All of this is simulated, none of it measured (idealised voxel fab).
process module | voxel plated lines
cross-section cut | 210 nm wide | cells 5 nm
A cross-section is a grid of square cells, given in bands from the top down. A band is one or more rows of cells.
Each band's line starts with the height of the band's top and of its bottom, in nm. Then come its materials from left to right, each with its width in nm. One material with "throughout" fills the band from edge to edge. "air" is empty space.
Height 0 is the level under which the wafer as received is all one material. The lowest band goes on downwards, as in "0 down".
A width such as "30 to 40" changes by the same amount from each row of cells to the next, from the band's top row to its bottom row.
"no change" after a step means that no cell of the cross-section changed.
closed voids: empty space of 8 cells or more with no open way to the top, each as width x height at its distance from the left edge, in nm
after a step's settings: what the simulator itself notes on the step
overlay nm, on a step with a mask: how far to the right of its planned place the mask lay; to the left if negative
plan
1 op RECEIVE | material Si
2 op CONFORMAL_DEP | material SiN | thk nm 10
3 op DIRECTIONAL_DEP | material TiN | thk nm 5
4 op PATTERN | tone open | mask id LINES | material resist | width nm 20 | pitch nm 45 | thk nm 30 | overlay nm 0
5 op EPI | material Ru | thk nm 10
6 op EPI | material Ru | thk nm 10
7 op STRIP | etch materials resist
8 op DIRECTIONAL_ETCH | etch materials TiN | depth nm 5
9 op CONFORMAL_DEP | material SiCN | thk nm 5
as received, after step 1
  0 down: Si throughout
  closed voids: none
a wafer at the end: this start, this plan, one mistake
  20 to 15: SiCN throughout
  15 to 5: SiN throughout
  5 to 0: TiN throughout
  0 down: Si throughout
  closed voids: none
what went wrong: steps 2 and 3 were swapped
